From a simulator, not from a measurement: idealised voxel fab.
Process module under the name voxel released beams
Pictured: cross-section cut, 220 nm wide, on a grid of 5 nm square cells.
Cross-section, as written here: a square-cell grid given band by band from the top down, where a band holds one or more rows of cells.
Band entry format. Leading values: height of top, height of bottom, nm. Remainder: materials in left-to-right order, each with its width in nm. Special words: "edge to edge" on a single material, which then fills the band edge to edge; "blank", empty space.
Where do heights start? At 0: under that level the wafer as delivered is made of one material only. And the lowest band has no floor; it just carries on downward, as in "z 0 and below".
The two numbers in a width such as "30 to 40" mark its ends across the band: the first belongs to the top row of cells, the second to the bottom row, and from each row to the next the width moves by the same amount.
Basically "remained unchanged" means that step didn't change any cell in the cross-section.
In "Enclosed void inventory" the enclosed voids are listed, meaning empty spaces of 8 cells or larger without any opening to the top. The form is width x height at distance, distance from the left edge, units nm.
Text after the settings on a step's line: the simulator's own remark on that step.
The "overlay nm" setting may appear on a step's line; for a step that uses a mask, it gives how far to the right of its planned position the mask lay, and a negative value indicates the left.

PLANNED STEP LIST FOR THE PROCESS
step 1: RECEIVE | material Si
step 2: CONFORMAL_DEP | material SiN | thk nm 5
step 3: DIRECTIONAL_DEP | material SiO2 | thk nm 10
step 4: MASKED_ETCH | tone open | mask id ANCHOR | width nm 25 | etch materials SiO2 | depth nm 10 | overlay nm 0
step 5: CONFORMAL_DEP | material polySi | thk nm 10
step 6: MASKED_ETCH | tone cover | mask id BEAM | width nm 95 | etch materials polySi | depth nm 10 | overlay nm 0
step 7: STRIP | etch materials SiO2

FIRST OF THE TWO WAFERS, RUN PER PLAN

CROSS-SECTION OF THE WAFER AT RECEIPT, WHICH IS THE CONDITION AFTER STEP 1
	z 0 and below  Si edge to edge
	Enclosed void inventory: none

CROSS-SECTION: WAFER STATE AFTER STEP 2
	z 5 to 0  SiN edge to edge
	At heights below 0, the structure remains unaltered.

CROSS-SECTION: WAFER STATE AFTER STEP 3
	z 15 to 5  SiO2 edge to edge
	At heights below 5, the structure remains unaltered.

CROSS-SECTION: WAFER STATE AFTER STEP 4
	z 15 to 5  65 SiO2, then 25 blank, then 130 SiO2
	At heights below 5, the structure remains unaltered.

CROSS-SECTION: WAFER STATE AFTER STEP 5
	z 25 to 15  75 polySi, then 5 blank, then 140 polySi
	z 15 to 5  65 SiO2, then 25 polySi, then 130 SiO2
	At heights below 5, the structure remains unaltered.

CROSS-SECTION: WAFER STATE AFTER STEP 6
	z 25 to 15  60 blank, then 15 polySi, then 5 blank, then 75 polySi, then 65 blank
	At heights below 15, the structure remains unaltered.

CROSS-SECTION: WAFER STATE AFTER STEP 7
	z 25 to 15  60 blank, then 15 polySi, then 5 blank, then 75 polySi, then 65 blank
	z 15 to 5  65 blank, then 25 polySi, then 130 blank
	At heights below 5, the structure remains unaltered.

FOR THE SECOND WAFER, TAKE THE FIRST WAFER'S START AND PLAN, THEN ADD ONE MISTAKE MADE IN RUNNING IT; EVERYTHING THROUGH STEP 3, THAT STEP INCLUDED, IS SHARED WITH THE FIRST

AT THE PLANNED END OF STEP 4, THE SECOND WAFER IN CROSS-SECTION
	z 15 to 5  65 blank, then 25 SiO2, then 130 blank
	At heights below 5, the structure remains unaltered.

AT THE PLANNED END OF STEP 5, THE SECOND WAFER IN CROSS-SECTION
	z 25 to 15  55 blank, then 45 polySi, then 120 blank
	z 15 to 5  65 polySi, then 25 SiO2, then 130 polySi
	At heights below 5, the structure remains unaltered.

AT THE PLANNED END OF STEP 6, THE SECOND WAFER IN CROSS-SECTION
	z 25 to 15  60 blank, then 40 polySi, then 120 blank
	z 15 to 5  55 blank, then 10 polySi, then 25 SiO2, then 65 polySi, then 65 blank
	At heights below 5, the structure remains unaltered.

At the planned end of step 7, the second wafer in cross-section: remained unchanged
Against the plan, the run slipped here: for step 4, the planned setting was not used; the step was instead run as MASKED_ETCH | tone cover | mask id ANCHOR | width nm 25 | etch materials SiO2 | depth nm 10 | overlay nm 0
End of process, cell counts, second wafer against first, materials with more or fewer: +10 SiO2
